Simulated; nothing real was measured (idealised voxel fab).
You're looking at the process module voxel released beams.
Pictured: cross-section cut, 230 nm wide, on a grid of 5 nm square cells.
Cross-section spec: square-cell grid; bands listed top down; each band is one or more rows.
Basically the band line says how high the top is and how high the bottom is, in nm, and then what's in it from left to right, every material with its width in nm. Empty space shows up as "empty", and if a single material carries "edge to edge" it runs the full band edge to edge.
Zero point of the height axis is 0; under it, received wafer = one material. Lowest band: continues down indefinitely, "top 0, no bottom".
A two-number width, for instance "30 to 40", indicates that the width is equal to the first number in the top row of the band and to the second number in the bottom row, and that it changes by a constant amount per row of cells.
A step reported as "identical to before" is a step in which no cell of the cross-section changed.
Under "Enclosed cavities" you'll find the enclosed gaps, the ones with no way out to the top, that are 8 cells or bigger; each reads width x height at distance, with distance counted from the left edge, everything in nm.
That trailing text on a step's line, after the settings, is the simulator's own remark on the step.
What "overlay nm" on a step's line means: if the step has a mask, that mask lay this far to the right of its planned place, or, when the value is negative, to the left.
Layout of what follows: cross-section pairs, each bracketing one process step, the after cross-section shown only to the lowest band that changed, the step between and its settings noted under each pair. Pairs may originate in different runs of this module on the same starting wafer; a pair continues from the pair above only where its entry headed "Geometry before processing" says so.

Geometry before processing:
top 0, no bottom = Si edge to edge
Enclosed cavities: none

Section After Processing:
top 10, bottom 0 = SiN edge to edge
Everything under 0 stays put, no change at all.
Enclosed cavities: none
Between the two cross-sections above, the process step reads CONFORMAL_DEP,material SiN,thk nm 10

Geometry before processing: The prior state of this step coincides with the post-step cross-section of the pair just above.

Section After Processing:
top 20, bottom 10 = SiO2 edge to edge
Everything under 10 stays put, no change at all.
Enclosed cavities: none
Between the two cross-sections above, the process step reads DIRECTIONAL_DEP,material SiO2,thk nm 10

Geometry before processing: The prior state of this step coincides with the post-step cross-section of the pair just above.

Section After Processing:
top 35, bottom 20 = resist: 65 / empty: 40 / resist: 125
Everything under 20 stays put, no change at all.
Enclosed cavities: none
Between the two cross-sections above, the process step reads PATTERN,tone open,mask id ANCHOR,material resist,width nm 40,thk nm 15,overlay nm 0

Geometry before processing: The prior state of this step coincides with the post-step cross-section of the pair just above.

Section After Processing:
top 35, bottom 20 = resist: 65 / empty: 40 / resist: 125
top 20, bottom 10 = SiO2: 65 / empty: 40 / SiO2: 125
Everything under 10 stays put, no change at all.
Enclosed cavities: none
Between the two cross-sections above, the process step reads DIRECTIONAL_ETCH,etch materials SiO2,depth nm 10

Geometry before processing: The prior state of this step coincides with the post-step cross-section of the pair just above.

Section After Processing:
top 20, bottom 10 = SiO2: 65 / empty: 40 / SiO2: 125
Everything under 10 stays put, no change at all.
Enclosed cavities: none
Between the two cross-sections above, the process step reads STRIP,etch materials resist

Geometry before processing: The prior state of this step coincides with the post-step cross-section of the pair just above.

Section After Processing:
top 35, bottom 25 = polySi: 80 / empty: 10 / polySi: 140
top 25, bottom 20 = polySi edge to edge
top 20, bottom 10 = SiO2: 65 / polySi: 40 / SiO2: 125
Everything under 10 stays put, no change at all.
Enclosed cavities: none
Between the two cross-sections above, the process step reads CONFORMAL_DEP,material polySi,thk nm 15

Geometry before processing: The prior state of this step coincides with the post-step cross-section of the pair just above.

Section After Processing:
top 35, bottom 25 = empty: 60 / polySi: 20 / empty: 10 / polySi: 70 / empty: 70
top 25, bottom 20 = empty: 60 / polySi: 100 / empty: 70
Everything under 20 stays put, no change at all.
Enclosed cavities: none
Between the two cross-sections above, the process step reads MASKED_ETCH,tone cover,mask id BEAM,width nm 100,etch materials polySi,depth nm 15,overlay nm 0

Geometry before processing: The prior state of this step coincides with the post-step cross-section of the pair just above.

Section After Processing:
top 35, bottom 25 = empty: 60 / polySi: 20 / empty: 10 / polySi: 70 / empty: 70
top 25, bottom 20 = empty: 60 / polySi: 100 / empty: 70
top 20, bottom 10 = empty: 65 / polySi: 40 / empty: 125
Everything under 10 stays put, no change at all.
Enclosed cavities: none
Between the two cross-sections above, the process step reads STRIP,etch materials SiO2

Geometry before processing:
top 0, no bottom = Si edge to edge
Enclosed cavities: none

Section After Processing:
top 10, bottom 0 = SiO2 edge to edge
Everything under 0 stays put, no change at all.
Enclosed cavities: none
Between the two cross-sections above, the process step reads DIRECTIONAL_DEP,material SiO2,thk nm 10

Geometry before processing: The prior state of this step coincides with the post-step cross-section of the pair just above.

Section After Processing:
top 25, bottom 10 = resist: 65 / empty: 40 / resist: 125
Everything under 10 stays put, no change at all.
Enclosed cavities: none
Between the two cross-sections above, the process step reads PATTERN,tone open,mask id ANCHOR,material resist,width nm 40,thk nm 15,overlay nm 0

Geometry before processing: The prior state of this step coincides with the post-step cross-section of the pair just above.

Section After Processing:
top 25, bottom 10 = resist: 65 / empty: 40 / resist: 125
top 10, bottom 0 = SiO2: 65 / empty: 40 / SiO2: 125
Everything under 0 stays put, no change at all.
Enclosed cavities: none
Between the two cross-sections above, the process step reads DIRECTIONAL_ETCH,etch materials SiO2,depth nm 10

Geometry before processing: The prior state of this step coincides with the post-step cross-section of the pair just above.

Section After Processing:
top 10, bottom 0 = SiO2: 65 / empty: 40 / SiO2: 125
Everything under 0 stays put, no change at all.
Enclosed cavities: none
Between the two cross-sections above, the process step reads STRIP,etch materials resist

Geometry before processing: The prior state of this step coincides with the post-step cross-section of the pair just above.

Section After Processing:
top 25, bottom 15 = polySi: 80 / empty: 10 / polySi: 140
top 15, bottom 10 = polySi edge to edge
top 10, bottom 0 = SiO2: 65 / polySi: 40 / SiO2: 125
Everything under 0 stays put, no change at all.
Enclosed cavities: none
Between the two cross-sections above, the process step reads CONFORMAL_DEP,material polySi,thk nm 15

Geometry before processing: The prior state of this step coincides with the post-step cross-section of the pair just above.

Section After Processing:
top 25, bottom 15 = empty: 60 / polySi: 20 / empty: 10 / polySi: 70 / empty: 70
top 15, bottom 10 = empty: 60 / polySi: 100 / empty: 70
Everything under 10 stays put, no change at all.
Enclosed cavities: none
Between the two cross-sections above, the process step reads MASKED_ETCH,tone cover,mask id BEAM,width nm 100,etch materials polySi,depth nm 15,overlay nm 0

Geometry before processing: The prior state of this step coincides with the post-step cross-section of the pair just above.

Section After Processing:
top 25, bottom 15 = empty: 60 / polySi: 20 / empty: 10 / polySi: 70 / empty: 70
top 15, bottom 10 = empty: 60 / polySi: 100 / empty: 70
top 10, bottom 0 = empty: 65 / polySi: 40 / empty: 125
Everything under 0 stays put, no change at all.
Enclosed cavities: none
Between the two cross-sections above, the process step reads STRIP,etch materials SiO2

Geometry before processing:
top 35, bottom 25 = polySi: 80 / empty: 10 / polySi: 140
top 25, bottom 20 = polySi edge to edge
top 20, bottom 10 = SiO2: 65 / polySi: 40 / SiO2: 125
top 10, bottom 0 = SiN edge to edge
top 0, no bottom = Si edge to edge
Enclosed cavities: none

Section After Processing:
top 50, bottom 20 = polySi edge to edge
Everything under 20 stays put, no change at all.
Enclosed cavities: none
Between the two cross-sections above, the process step reads CONFORMAL_DEP,material polySi,thk nm 15

Geometry before processing: The prior state of this step coincides with the post-step cross-section of the pair just above.

Section After Processing:
top 50, bottom 35 = empty: 60 / polySi: 100 / empty: 70
Everything under 35 stays put, no change at all.
Enclosed cavities: none
Between the two cross-sections above, the process step reads MASKED_ETCH,tone cover,mask id BEAM,width nm 100,etch materials polySi,depth nm 15,overlay nm 0

Geometry before processing:
top 10, bottom 0 = SiO2 edge to edge
top 0, no bottom = Si edge to edge
Enclosed cavities: none

Section After Processing:
top 20, bottom 10 = SiN edge to edge
Everything under 10 stays put, no change at all.
Enclosed cavities: none
Between the two cross-sections above, the process step reads CONFORMAL_DEP,material SiN,thk nm 10

Geometry before processing: The prior state of this step coincides with the post-step cross-section of the pair just above.

Section After Processing:
top 35, bottom 20 = resist: 65 / empty: 40 / resist: 125
Everything under 20 stays put, no change at all.
Enclosed cavities: none
Between the two cross-sections above, the process step reads PATTERN,tone open,mask id ANCHOR,material resist,width nm 40,thk nm 15,overlay nm 0

Geometry before processing: The prior state of this step coincides with the post-step cross-section of the pair just above.

Section After Processing:
top 20, bottom 10 = SiN edge to edge
Everything under 10 stays put, no change at all.
Enclosed cavities: none
Between the two cross-sections above, the process step reads STRIP,etch materials resist

Geometry before processing: The prior state of this step coincides with the post-step cross-section of the pair just above.

Section After Processing:
top 35, bottom 20 = polySi edge to edge
Everything under 20 stays put, no change at all.
Enclosed cavities: none
Between the two cross-sections above, the process step reads CONFORMAL_DEP,material polySi,thk nm 15

Geometry before processing: The prior state of this step coincides with the post-step cross-section of the pair just above.

Section After Processing:
top 35, bottom 20 = empty: 60 / polySi: 100 / empty: 70
Everything under 20 stays put, no change at all.
Enclosed cavities: none
Between the two cross-sections above, the process step reads MASKED_ETCH,tone cover,mask id BEAM,width nm 100,etch materials polySi,depth nm 15,overlay nm 0

Geometry before processing:
top 0, no bottom = Si edge to edge
Enclosed cavities: none

Section After Processing:
top 5, bottom 0 = SiN edge to edge
Everything under 0 stays put, no change at all.
Enclosed cavities: none
Between the two cross-sections above, the process step reads CONFORMAL_DEP,material SiN,thk nm 5

Geometry before processing: The prior state of this step coincides with the post-step cross-section of the pair just above.

Section After Processing:
top 15, bottom 5 = SiO2 edge to edge
Everything under 5 stays put, no change at all.
Enclosed cavities: none
Between the two cross-sections above, the process step reads DIRECTIONAL_DEP,material SiO2,thk nm 10

Geometry before processing: The prior state of this step coincides with the post-step cross-section of the pair just above.

Section After Processing:
top 30, bottom 15 = resist: 65 / empty: 40 / resist: 125
Everything under 15 stays put, no change at all.
Enclosed cavities: none
Between the two cross-sections above, the process step reads PATTERN,tone open,mask id ANCHOR,material resist,width nm 40,thk nm 15,overlay nm 0

Geometry before processing: The prior state of this step coincides with the post-step cross-section of the pair just above.

Section After Processing:
top 30, bottom 15 = resist: 65 / empty: 40 / resist: 125
top 15, bottom 5 = SiO2: 65 / empty: 40 / SiO2: 125
Everything under 5 stays put, no change at all.
Enclosed cavities: none
Between the two cross-sections above, the process step reads DIRECTIONAL_ETCH,etch materials SiO2,depth nm 10

Geometry before processing: The prior state of this step coincides with the post-step cross-section of the pair just above.

Section After Processing:
top 15, bottom 5 = SiO2: 65 / empty: 40 / SiO2: 125
Everything under 5 stays put, no change at all.
Enclosed cavities: none
Between the two cross-sections above, the process step reads STRIP,etch materials resist

Geometry before processing: The prior state of this step coincides with the post-step cross-section of the pair just above.

Section After Processing:
top 30, bottom 20 = polySi: 80 / empty: 10 / polySi: 140
top 20, bottom 15 = polySi edge to edge
top 15, bottom 5 = SiO2: 65 / polySi: 40 / SiO2: 125
Everything under 5 stays put, no change at all.
Enclosed cavities: none
Between the two cross-sections above, the process step reads CONFORMAL_DEP,material polySi,thk nm 15

Geometry before processing: The prior state of this step coincides with the post-step cross-section of the pair just above.

Section After Processing:
top 30, bottom 20 = empty: 60 / polySi: 20 / empty: 10 / polySi: 70 / empty: 70
top 20, bottom 15 = empty: 60 / polySi: 100 / empty: 70
Everything under 15 stays put, no change at all.
Enclosed cavities: none
Between the two cross-sections above, the process step reads MASKED_ETCH,tone cover,mask id BEAM,width nm 100,etch materials polySi,depth nm 15,overlay nm 0

Geometry before processing: The prior state of this step coincides with the post-step cross-section of the pair just above.

Section After Processing:
top 30, bottom 20 = empty: 60 / polySi: 20 / empty: 10 / polySi: 70 / empty: 70
top 20, bottom 15 = empty: 60 / polySi: 100 / empty: 70
top 15, bottom 5 = empty: 65 / polySi: 40 / empty: 125
Everything under 5 stays put, no change at all.
Enclosed cavities: none
Between the two cross-sections above, the process step reads STRIP,etch materials SiO2

Geometry before processing:
top 20, bottom 10 = SiO2 edge to edge
top 10, bottom 0 = SiN edge to edge
top 0, no bottom = Si edge to edge
Enclosed cavities: none

Section After Processing:
top 35, bottom 20 = resist: 60 / empty: 50 / resist: 120
Everything under 20 stays put, no change at all.
Enclosed cavities: none
Between the two cross-sections above, the process step reads PATTERN,tone open,mask id ANCHOR,material resist,width nm 50,thk nm 15,overlay nm 0

Geometry before processing: The prior state of this step coincides with the post-step cross-section of the pair just above.

Section After Processing:
top 35, bottom 20 = resist: 60 / empty: 50 / resist: 120
top 20, bottom 10 = SiO2: 60 / empty: 50 / SiO2: 120
Everything under 10 stays put, no change at all.
Enclosed cavities: none
Between the two cross-sections above, the process step reads DIRECTIONAL_ETCH,etch materials SiO2,depth nm 10

Geometry before processing: The prior state of this step coincides with the post-step cross-section of the pair just above.

Section After Processing:
top 20, bottom 10 = SiO2: 60 / empty: 50 / SiO2: 120
Everything under 10 stays put, no change at all.
Enclosed cavities: none
Between the two cross-sections above, the process step reads STRIP,etch materials resist

Geometry before processing: The prior state of this step coincides with the post-step cross-section of the pair just above.

Section After Processing:
top 35, bottom 25 = polySi: 75 / empty: 20 / polySi: 135
top 25, bottom 20 = polySi edge to edge
top 20, bottom 10 = SiO2: 60 / polySi: 50 / SiO2: 120
Everything under 10 stays put, no change at all.
Enclosed cavities: none
Between the two cross-sections above, the process step reads CONFORMAL_DEP,material polySi,thk nm 15

Geometry before processing: The prior state of this step coincides with the post-step cross-section of the pair just above.

Section After Processing:
top 35, bottom 25 = empty: 60 / polySi: 15 / empty: 20 / polySi: 65 / empty: 70
top 25, bottom 20 = empty: 60 / polySi: 100 / empty: 70
Everything under 20 stays put, no change at all.
Enclosed cavities: none
Between the two cross-sections above, the process step reads MASKED_ETCH,tone cover,mask id BEAM,width nm 100,etch materials polySi,depth nm 15,overlay nm 0

Geometry before processing: The prior state of this step coincides with the post-step cross-section of the pair just above.

Section After Processing:
top 35, bottom 25 = empty: 60 / polySi: 15 / empty: 20 / polySi: 65 / empty: 70
top 25, bottom 20 = empty: 60 / polySi: 100 / empty: 70
top 20, bottom 10 = empty: 60 / polySi: 50 / empty: 120
Everything under 10 stays put, no change at all.
Enclosed cavities: none
Between the two cross-sections above, the process step reads STRIP,etch materials SiO2

Geometry before processing:
top 20, bottom 10 = SiO2 edge to edge
top 10, bottom 0 = SiN edge to edge
top 0, no bottom = Si edge to edge
Enclosed cavities: none

Section After Processing:
top 35, bottom 20 = resist: 60 / empty: 40 / resist: 130
Everything under 20 stays put, no change at all.
Enclosed cavities: none
Between the two cross-sections above, the process step reads PATTERN,tone open,mask id ANCHOR,material resist,width nm 40,thk nm 15,overlay nm -5

Geometry before processing: The prior state of this step coincides with the post-step cross-section of the pair just above.

Section After Processing:
top 35, bottom 20 = resist: 60 / empty: 40 / resist: 130
top 20, bottom 10 = SiO2: 60 / empty: 40 / SiO2: 130
Everything under 10 stays put, no change at all.
Enclosed cavities: none
Between the two cross-sections above, the process step reads DIRECTIONAL_ETCH,etch materials SiO2,depth nm 10

Geometry before processing: The prior state of this step coincides with the post-step cross-section of the pair just above.

Section After Processing:
top 20, bottom 10 = SiO2: 60 / empty: 40 / SiO2: 130
Everything under 10 stays put, no change at all.
Enclosed cavities: none
Between the two cross-sections above, the process step reads STRIP,etch materials resist

Geometry before processing: The prior state of this step coincides with the post-step cross-section of the pair just above.

Section After Processing:
top 35, bottom 25 = polySi: 75 / empty: 10 / polySi: 145
top 25, bottom 20 = polySi edge to edge
top 20, bottom 10 = SiO2: 60 / polySi: 40 / SiO2: 130
Everything under 10 stays put, no change at all.
Enclosed cavities: none
Between the two cross-sections above, the process step reads CONFORMAL_DEP,material polySi,thk nm 15

Geometry before processing: The prior state of this step coincides with the post-step cross-section of the pair just above.

Section After Processing:
top 35, bottom 25 = empty: 60 / polySi: 15 / empty: 10 / polySi: 75 / empty: 70
top 25, bottom 20 = empty: 60 / polySi: 100 / empty: 70
Everything under 20 stays put, no change at all.
Enclosed cavities: none
Between the two cross-sections above, the process step reads MASKED_ETCH,tone cover,mask id BEAM,width nm 100,etch materials polySi,depth nm 15,overlay nm 0

Geometry before processing: The prior state of this step coincides with the post-step cross-section of the pair just above.

Section After Processing:
top 35, bottom 25 = empty: 60 / polySi: 15 / empty: 10 / polySi: 75 / empty: 70
top 25, bottom 20 = empty: 60 / polySi: 100 / empty: 70
top 20, bottom 10 = empty: 60 / polySi: 40 / empty: 130
Everything under 10 stays put, no change at all.
Enclosed cavities: none
Between the two cross-sections above, the process step reads STRIP,etch materials SiO2

Geometry before processing:
top 20, bottom 10 = SiO2: 65 / empty: 40 / SiO2: 125
top 10, bottom 0 = SiN edge to edge
top 0, no bottom = Si edge to edge
Enclosed cavities: none

Section After Processing:
top 35, bottom 25 = SiN: 80 / empty: 10 / SiN: 140
top 25, bottom 20 = SiN edge to edge
top 20, bottom 10 = SiO2: 65 / SiN: 40 / SiO2: 125
Everything under 10 stays put, no change at all.
Enclosed cavities: none
Between the two cross-sections above, the process step reads CONFORMAL_DEP,material SiN,thk nm 15

Geometry before processing:
top 20, bottom 10 = SiO2 edge to edge
top 10, bottom 0 = SiN edge to edge
top 0, no bottom = Si edge to edge
Enclosed cavities: none

Section After Processing:
top 35, bottom 20 = empty: 65 / resist: 40 / empty: 125
Everything under 20 stays put, no change at all.
Enclosed cavities: none
Between the two cross-sections above, the process step reads PATTERN,tone cover,mask id ANCHOR,material resist,width nm 40,thk nm 15,overlay nm 0

Geometry before processing: The prior state of this step coincides with the post-step cross-section of the pair just above.

Section After Processing:
top 35, bottom 20 = empty: 65 / resist: 40 / empty: 125
top 20, bottom 10 = empty: 65 / SiO2: 40 / empty: 125
Everything under 10 stays put, no change at all.
Enclosed cavities: none
Between the two cross-sections above, the process step reads DIRECTIONAL_ETCH,etch materials SiO2,depth nm 10

Geometry before processing: The prior state of this step coincides with the post-step cross-section of the pair just above.

Section After Processing:
top 20, bottom 10 = empty: 65 / SiO2: 40 / empty: 125
Everything under 10 stays put, no change at all.
Enclosed cavities: none
Between the two cross-sections above, the process step reads STRIP,etch materials resist

Geometry before processing: The prior state of this step coincides with the post-step cross-section of the pair just above.

Section After Processing:
top 35, bottom 25 = empty: 50 / polySi: 70 / empty: 110
top 25, bottom 20 = polySi edge to edge
top 20, bottom 10 = polySi: 65 / SiO2: 40 / polySi: 125
Everything under 10 stays put, no change at all.
Enclosed cavities: none
Between the two cross-sections above, the process step reads CONFORMAL_DEP,material polySi,thk nm 15

Geometry before processing: The prior state of this step coincides with the post-step cross-section of the pair just above.

Section After Processing:
top 35, bottom 25 = empty: 60 / polySi: 60 / empty: 110
top 25, bottom 20 = empty: 60 / polySi: 100 / empty: 70
top 20, bottom 10 = empty: 50 / polySi: 15 / SiO2: 40 / polySi: 55 / empty: 70
Everything under 10 stays put, no change at all.
Enclosed cavities: none
Between the two cross-sections above, the process step reads MASKED_ETCH,tone cover,mask id BEAM,width nm 100,etch materials polySi,depth nm 15,overlay nm 0
